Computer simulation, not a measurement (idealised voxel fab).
Documented hereafter: the process module known as voxel self aligned contacts.
It is cross-section cut that appears here, measuring 200 nm in width, its square cells being 5 nm in size.
Cross-section, as written here: a square-cell grid given band by band from the top down, where a band holds one or more rows of cells. It is stipulated that each band's entry specify, in nanometres, the height of the top of the band and then that of its bottom, followed by the materials of the band in left-to-right sequence, each together with its width in nanometres. A single material marked by the word "full width" is understood to fill the band from edge to edge; the word "blank" is understood to denote empty space. Note: height 0 marks the level under which the wafer is uniformly one material as received. Lowest band unbounded below, written "0 -> down". The two numbers in a width such as "30 to 40" mark its ends across the band: the first belongs to the top row of cells, the second to the bottom row, and from each row to the next the width moves by the same amount. The designation "identical to before", where it is given for a processing step, indicates that no cell of the cross-section was altered in the course of that step. For the entry "closed voids", the listed items are empty spaces with no open way to the top whose size is 8 cells or more; each item follows the pattern width x height at distance, where distance is from the left edge and all three are in nm. What comes after the settings on a step's line is commentary from the simulator itself on that step. The line of a step may include "overlay nm". On a step with a mask, this value is how far to the right of its planned place the mask lay. A negative value means the mask lay to the left.
Listed below are the process steps as planned
1: RECEIVE,material Si
2: OXIDIZE,depth nm 5
3: DIRECTIONAL_DEP,material polySi,thk nm 30
4: DIRECTIONAL_DEP,material SiN,thk nm 15
5: MASKED_ETCH,tone cover,mask id GATE,width nm 35,pitch nm 60,etch materials SiN,depth nm 15,overlay nm 0
6: MASKED_ETCH,tone cover,mask id GATE,width nm 35,pitch nm 60,etch materials polySi,depth nm 30,overlay nm 0
7: CONFORMAL_DEP,material SiN,thk nm 5
8: DIRECTIONAL_ETCH,etch materials SiN,depth nm 5
9: FILL_DEP,material SiO2,thk nm 20
10: CMP,height nm 55
11: MASKED_ETCH,tone open,mask id CONTACT,width nm 35,pitch nm 60,etch materials SiO2,depth nm 60,overlay nm 0
12: CONFORMAL_DEP,material TiN,thk nm 5
13: FILL_DEP,material W,thk nm 10
14: CMP,height nm 55
15: CONFORMAL_DEP,material SiN,thk nm 5
First out of two wafers; run went to plan
So this is the incoming wafer in cross-section - it's already been through step 1
> 0 -> down: Si full width
> closed voids: none
How the wafer stands in section after step 2
> 0 -> -5: SiO2 full width
> Heights below -5 show no change.
How the wafer stands in section after step 3
> 30 -> 0: polySi full width
> Heights below 0 show no change.
How the wafer stands in section after step 4
> 45 -> 30: SiN full width
> Heights below 30 show no change.
How the wafer stands in section after step 5
> 45 -> 30: blank=20  SiN=35  blank=25  SiN=35  blank=25  SiN=35  blank=25
> Heights below 30 show no change.
How the wafer stands in section after step 6
> 45 -> 30: blank=20  SiN=35  blank=25  SiN=35  blank=25  SiN=35  blank=25
> 30 -> 0: blank=20  polySi=35  blank=25  polySi=35  blank=25  polySi=35  blank=25
> Heights below 0 show no change.
How the wafer stands in section after step 7
> 50 -> 30: blank=15  SiN=45  blank=15  SiN=45  blank=15  SiN=45  blank=20
> 30 -> 5: blank=15  SiN=5  polySi=35  SiN=5  blank=15  SiN=5  polySi=35  SiN=5  blank=15  SiN=5  polySi=35  SiN=5  blank=20
> 5 -> 0: SiN=20  polySi=35  SiN=25  polySi=35  SiN=25  polySi=35  SiN=25
> Heights below 0 show no change.
How the wafer stands in section after step 8
> 45 -> 30: blank=15  SiN=45  blank=15  SiN=45  blank=15  SiN=45  blank=20
> 30 -> 0: blank=15  SiN=5  polySi=35  SiN=5  blank=15  SiN=5  polySi=35  SiN=5  blank=15  SiN=5  polySi=35  SiN=5  blank=20
> Heights below 0 show no change.
How the wafer stands in section after step 9
> 65 -> 45: SiO2 full width
> 45 -> 30: SiO2=15  SiN=45  SiO2=15  SiN=45  SiO2=15  SiN=45  SiO2=20
> 30 -> 0: SiO2=15  SiN=5  polySi=35  SiN=5  SiO2=15  SiN=5  polySi=35  SiN=5  SiO2=15  SiN=5  polySi=35  SiN=5  SiO2=20
> Heights below 0 show no change.
How the wafer stands in section after step 10
> 55 -> 45: SiO2 full width
> Heights below 45 show no change.
How the wafer stands in section after step 11
> 55 -> 45: SiO2=50  blank=35  SiO2=25  blank=35  SiO2=55
> 45 -> 30: SiO2=15  SiN=45  blank=15  SiN=45  blank=15  SiN=45  SiO2=20
> 30 -> 0: SiO2=15  SiN=5  polySi=35  SiN=5  blank=15  SiN=5  polySi=35  SiN=5  blank=15  SiN=5  polySi=35  SiN=5  SiO2=20
> 0 -> -5: SiO2=60  blank=15  SiO2=45  blank=15  SiO2=65
> Heights below -5 show no change.
How the wafer stands in section after step 12
> 60 -> 55: TiN=55  blank=25  TiN=35  blank=25  TiN=60
> 55 -> 45: SiO2=50  TiN=5 to 15  blank=25 to 5  TiN=5 to 15  SiO2=25  TiN=5 to 15  blank=25 to 5  TiN=5 to 15  SiO2=55
> 45 -> 30: SiO2=15  SiN=45  TiN=5  blank=5  TiN=5  SiN=45  TiN=5  blank=5  TiN=5  SiN=45  SiO2=20
> 30 -> 0: SiO2=15  SiN=5  polySi=35  SiN=5  TiN=5  blank=5  TiN=5  SiN=5  polySi=35  SiN=5  TiN=5  blank=5  TiN=5  SiN=5  polySi=35  SiN=5  SiO2=20
> 0 -> -5: SiO2=60  TiN=15  SiO2=45  TiN=15  SiO2=65
> Heights below -5 show no change.
How the wafer stands in section after step 13
> 70 -> 60: W full width
> 60 -> 55: TiN=55  W=25  TiN=35  W=25  TiN=60
> 55 -> 45: SiO2=50  TiN=5 to 15  W=25 to 5  TiN=5 to 15  SiO2=25  TiN=5 to 15  W=25 to 5  TiN=5 to 15  SiO2=55
> 45 -> 30: SiO2=15  SiN=45  TiN=5  W=5  TiN=5  SiN=45  TiN=5  W=5  TiN=5  SiN=45  SiO2=20
> 30 -> 0: SiO2=15  SiN=5  polySi=35  SiN=5  TiN=5  W=5  TiN=5  SiN=5  polySi=35  SiN=5  TiN=5  W=5  TiN=5  SiN=5  polySi=35  SiN=5  SiO2=20
> Heights below 0 show no change.
How the wafer stands in section after step 14
> 55 -> 45: SiO2=50  TiN=5 to 15  W=25 to 5  TiN=5 to 15  SiO2=25  TiN=5 to 15  W=25 to 5  TiN=5 to 15  SiO2=55
> Heights below 45 show no change.
How the wafer stands in section after step 15
> 60 -> 55: SiN full width
> Heights below 55 show no change.
Second Wafer (Identical Start and Plan, One Processing Error; Matches First Wafer Through Step 2)
At the planned end of step 3, the second wafer in cross-section
> 60 -> 0: polySi full width
> Heights below 0 show no change.
At the planned end of step 4, the second wafer in cross-section
> 75 -> 60: SiN full width
> Heights below 60 show no change.
At the planned end of step 5, the second wafer in cross-section
> 75 -> 60: blank=20  SiN=35  blank=25  SiN=35  blank=25  SiN=35  blank=25
> Heights below 60 show no change.
At the planned end of step 6, the second wafer in cross-section
> 75 -> 60: blank=20  SiN=35  blank=25  SiN=35  blank=25  SiN=35  blank=25
> 60 -> 30: blank=20  polySi=35  blank=25  polySi=35  blank=25  polySi=35  blank=25
> Heights below 30 show no change.
At the planned end of step 7, the second wafer in cross-section
> 80 -> 60: blank=15  SiN=45  blank=15  SiN=45  blank=15  SiN=45  blank=20
> 60 -> 35: blank=15  SiN=5  polySi=35  SiN=5  blank=15  SiN=5  polySi=35  SiN=5  blank=15  SiN=5  polySi=35  SiN=5  blank=20
> 35 -> 30: SiN=20  polySi=35  SiN=25  polySi=35  SiN=25  polySi=35  SiN=25
> Heights below 30 show no change.
At the planned end of step 8, the second wafer in cross-section
> 75 -> 60: blank=15  SiN=45  blank=15  SiN=45  blank=15  SiN=45  blank=20
> 60 -> 30: blank=15  SiN=5  polySi=35  SiN=5  blank=15  SiN=5  polySi=35  SiN=5  blank=15  SiN=5  polySi=35  SiN=5  blank=20
> Heights below 30 show no change.
At the planned end of step 9, the second wafer in cross-section
> 95 -> 75: SiO2 full width
> 75 -> 60: SiO2=15  SiN=45  SiO2=15  SiN=45  SiO2=15  SiN=45  SiO2=20
> 60 -> 30: SiO2=15  SiN=5  polySi=35  SiN=5  SiO2=15  SiN=5  polySi=35  SiN=5  SiO2=15  SiN=5  polySi=35  SiN=5  SiO2=20
> Heights below 30 show no change.
At the planned end of step 10, the second wafer in cross-section
> 55 -> 30: SiO2=15  SiN=5  polySi=35  SiN=5  SiO2=15  SiN=5  polySi=35  SiN=5  SiO2=15  SiN=5  polySi=35  SiN=5  SiO2=20
> Heights below 30 show no change.
At the planned end of step 11, the second wafer in cross-section
> 55 -> 30: SiO2=15  SiN=5  polySi=35  SiN=5  blank=15  SiN=5  polySi=35  SiN=5  blank=15  SiN=5  polySi=35  SiN=5  SiO2=20
> Heights below 30 show no change.
At the planned end of step 12, the second wafer in cross-section
> 60 -> 55: TiN=65  blank=5  TiN=55  blank=5  TiN=70
> 55 -> 35: SiO2=15  SiN=5  polySi=35  SiN=5  TiN=5  blank=5  TiN=5  SiN=5  polySi=35  SiN=5  TiN=5  blank=5  TiN=5  SiN=5  polySi=35  SiN=5  SiO2=20
> 35 -> 30: SiO2=15  SiN=5  polySi=35  SiN=5  TiN=15  SiN=5  polySi=35  SiN=5  TiN=15  SiN=5  polySi=35  SiN=5  SiO2=20
> Heights below 30 show no change.
At the planned end of step 13, the second wafer in cross-section
> 70 -> 60: W full width
> 60 -> 55: TiN=65  W=5  TiN=55  W=5  TiN=70
> 55 -> 35: SiO2=15  SiN=5  polySi=35  SiN=5  TiN=5  W=5  TiN=5  SiN=5  polySi=35  SiN=5  TiN=5  W=5  TiN=5  SiN=5  polySi=35  SiN=5  SiO2=20
> Heights below 35 show no change.
At the planned end of step 14, the second wafer in cross-section
> 55 -> 35: SiO2=15  SiN=5  polySi=35  SiN=5  TiN=5  W=5  TiN=5  SiN=5  polySi=35  SiN=5  TiN=5  W=5  TiN=5  SiN=5  polySi=35  SiN=5  SiO2=20
> Heights below 35 show no change.
At the planned end of step 15, the second wafer in cross-section
> 60 -> 55: SiN full width
> Heights below 55 show no change.
Where did the run depart from the plan? step 3 of the plan was performed twice
Cell-count delta at end, second wafer over first, by material: 87 fewer of SiN | 74 fewer of SiO2 | 36 fewer of TiN | 22 fewer of W | 219 more of polySi
